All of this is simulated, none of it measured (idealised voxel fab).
process module | voxel self aligned contacts
cross-section cut | 215 nm wide | cells 5 nm
A cross-section is a grid of square cells, given in bands from the top down. A band is one or more rows of cells.
Each band's line starts with the height of the band's top and of its bottom, in nm. Then come its materials from left to right, each with its width in nm. One material with "throughout" fills the band from edge to edge. "air" is empty space.
Height 0 is the level under which the wafer as received is all one material. The lowest band goes on downwards, as in "0 down".
A width such as "30 to 40" changes by the same amount from each row of cells to the next, from the band's top row to its bottom row.
"no change" after a step means that no cell of the cross-section changed.
closed voids: empty space of 8 cells or more with no open way to the top, each as width x height at its distance from the left edge, in nm
after a step's settings: what the simulator itself notes on the step
overlay nm, on a step with a mask: how far to the right of its planned place the mask lay; to the left if negative
plan
1 op RECEIVE | material Si
2 op OXIDIZE | depth nm 5
3 op DIRECTIONAL_DEP | material polySi | thk nm 30
4 op DIRECTIONAL_DEP | material SiN | thk nm 20
5 op DIRECTIONAL_DEP | material aC | thk nm 10
6 op PATTERN | tone cover | mask id GATE | material resist | width nm 25 | pitch nm 60 | thk nm 25 | overlay nm 0
7 op DIRECTIONAL_ETCH | etch materials aC | depth nm 10
8 op STRIP | etch materials resist
9 op DIRECTIONAL_ETCH | etch materials SiN | depth nm 20
10 op DIRECTIONAL_ETCH | etch materials polySi | depth nm 30
11 op STRIP | etch materials aC
12 op CONFORMAL_DEP | material SiN | thk nm 5
13 op DIRECTIONAL_ETCH | etch materials SiN | depth nm 5
14 op FILL_DEP | material SiO2 | thk nm 10
15 op CMP | height nm 55
16 op PATTERN | tone open | mask id CONTACT | material resist | width nm 45 | thk nm 15 | overlay nm 0
17 op DIRECTIONAL_ETCH | etch materials SiO2 | depth nm 60
18 op STRIP | etch materials resist
19 op CONFORMAL_DEP | material TiN | thk nm 5
20 op FILL_DEP | material Ru | thk nm 10
21 op CMP | height nm 55
22 op CONFORMAL_DEP | material SiN | thk nm 5
first wafer, as planned
as received, after step 1
  0 down: Si throughout
  closed voids: none
after step 2
  0 to -5: SiO2 throughout
  below -5: unchanged
after step 3
  30 to 0: polySi throughout
  below 0: unchanged
after step 4
  50 to 30: SiN throughout
  below 30: unchanged
after step 5
  60 to 50: aC throughout
  below 50: unchanged
after step 6
  85 to 60: air 65 | resist 25 | air 35 | resist 25 | air 65
  below 60: unchanged
after step 7
  75 to 60: air 65 | resist 25 | air 35 | resist 25 | air 65
  60 to 50: air 65 | aC 25 | air 35 | aC 25 | air 65
  below 50: unchanged
after step 8
  60 to 50: air 65 | aC 25 | air 35 | aC 25 | air 65
  below 50: unchanged
after step 9
  60 to 50: air 65 | aC 25 | air 35 | aC 25 | air 65
  50 to 30: air 65 | SiN 25 | air 35 | SiN 25 | air 65
  below 30: unchanged
after step 10
  60 to 50: air 65 | aC 25 | air 35 | aC 25 | air 65
  50 to 30: air 65 | SiN 25 | air 35 | SiN 25 | air 65
  30 to 0: air 65 | polySi 25 | air 35 | polySi 25 | air 65
  below 0: unchanged
after step 11
  50 to 30: air 65 | SiN 25 | air 35 | SiN 25 | air 65
  below 30: unchanged
after step 12
  55 to 30: air 60 | SiN 35 | air 25 | SiN 35 | air 60
  30 to 5: air 60 | SiN 5 | polySi 25 | SiN 5 | air 25 | SiN 5 | polySi 25 | SiN 5 | air 60
  5 to 0: SiN 65 | polySi 25 | SiN 35 | polySi 25 | SiN 65
  below 0: unchanged
after step 13
  50 to 30: air 60 | SiN 35 | air 25 | SiN 35 | air 60
  30 to 0: air 60 | SiN 5 | polySi 25 | SiN 5 | air 25 | SiN 5 | polySi 25 | SiN 5 | air 60
  below 0: unchanged
after step 14
  60 to 50: SiO2 throughout
  50 to 30: SiO2 60 | SiN 35 | SiO2 25 | SiN 35 | SiO2 60
  30 to 0: SiO2 60 | SiN 5 | polySi 25 | SiN 5 | SiO2 25 | SiN 5 | polySi 25 | SiN 5 | SiO2 60
  below 0: unchanged
after step 15
  55 to 50: SiO2 throughout
  below 50: unchanged
after step 16
  70 to 55: resist 85 | air 45 | resist 85
  below 55: unchanged
after step 17
  70 to 55: resist 85 | air 45 | resist 85
  55 to 50: SiO2 85 | air 45 | SiO2 85
  50 to 30: SiO2 60 | SiN 35 | air 25 | SiN 35 | SiO2 60
  30 to 0: SiO2 60 | SiN 5 | polySi 25 | SiN 5 | air 25 | SiN 5 | polySi 25 | SiN 5 | SiO2 60
  0 to -5: SiO2 95 | air 25 | SiO2 95
  below -5: unchanged
after step 18
  55 to 50: SiO2 85 | air 45 | SiO2 85
  below 50: unchanged
after step 19
  60 to 55: TiN 90 | air 35 | TiN 90
  55 to 50: SiO2 85 | TiN 15 | air 15 | TiN 15 | SiO2 85
  50 to 30: SiO2 60 | SiN 35 | TiN 5 | air 15 | TiN 5 | SiN 35 | SiO2 60
  30 to 0: SiO2 60 | SiN 5 | polySi 25 | SiN 5 | TiN 5 | air 15 | TiN 5 | SiN 5 | polySi 25 | SiN 5 | SiO2 60
  0 to -5: SiO2 95 | TiN 25 | SiO2 95
  below -5: unchanged
after step 20
  70 to 60: Ru throughout
  60 to 55: TiN 90 | Ru 35 | TiN 90
  55 to 50: SiO2 85 | TiN 15 | Ru 15 | TiN 15 | SiO2 85
  50 to 30: SiO2 60 | SiN 35 | TiN 5 | Ru 15 | TiN 5 | SiN 35 | SiO2 60
  30 to 0: SiO2 60 | SiN 5 | polySi 25 | SiN 5 | TiN 5 | Ru 15 | TiN 5 | SiN 5 | polySi 25 | SiN 5 | SiO2 60
  below 0: unchanged
after step 21
  55 to 50: SiO2 85 | TiN 15 | Ru 15 | TiN 15 | SiO2 85
  below 50: unchanged
after step 22
  60 to 55: SiN throughout
  below 55: unchanged
second wafer: like start, like plan, one mistake. Through step 15 it matches the first wafer
when step 16 should have ended
  70 to 55: resist 80 | air 55 | resist 80
  below 55: unchanged
when step 17 should have ended
  70 to 55: resist 80 | air 55 | resist 80
  55 to 50: SiO2 80 | air 55 | SiO2 80
  50 to 30: SiO2 60 | SiN 35 | air 25 | SiN 35 | SiO2 60
  30 to 0: SiO2 60 | SiN 5 | polySi 25 | SiN 5 | air 25 | SiN 5 | polySi 25 | SiN 5 | SiO2 60
  0 to -5: SiO2 95 | air 25 | SiO2 95
  below -5: unchanged
when step 18 should have ended
  55 to 50: SiO2 80 | air 55 | SiO2 80
  below 50: unchanged
when step 19 should have ended
  60 to 55: TiN 85 | air 45 | TiN 85
  55 to 50: SiO2 80 | TiN 20 | air 15 | TiN 20 | SiO2 80
  50 to 30: SiO2 60 | SiN 35 | TiN 5 | air 15 | TiN 5 | SiN 35 | SiO2 60
  30 to 0: SiO2 60 | SiN 5 | polySi 25 | SiN 5 | TiN 5 | air 15 | TiN 5 | SiN 5 | polySi 25 | SiN 5 | SiO2 60
  0 to -5: SiO2 95 | TiN 25 | SiO2 95
  below -5: unchanged
when step 20 should have ended
  70 to 60: Ru throughout
  60 to 55: TiN 85 | Ru 45 | TiN 85
  55 to 50: SiO2 80 | TiN 20 | Ru 15 | TiN 20 | SiO2 80
  50 to 30: SiO2 60 | SiN 35 | TiN 5 | Ru 15 | TiN 5 | SiN 35 | SiO2 60
  30 to 0: SiO2 60 | SiN 5 | polySi 25 | SiN 5 | TiN 5 | Ru 15 | TiN 5 | SiN 5 | polySi 25 | SiN 5 | SiO2 60
  below 0: unchanged
when step 21 should have ended
  55 to 50: SiO2 80 | TiN 20 | Ru 15 | TiN 20 | SiO2 80
  below 50: unchanged
when step 22 should have ended
  60 to 55: SiN throughout
  below 55: unchanged
what went wrong: step 16 ran as: op PATTERN | tone open | mask id CONTACT | material resist | width nm 55 | thk nm 15 | overlay nm 0
at the end the second wafer has, in cells: 2 fewer of SiO2 | 2 more of TiN
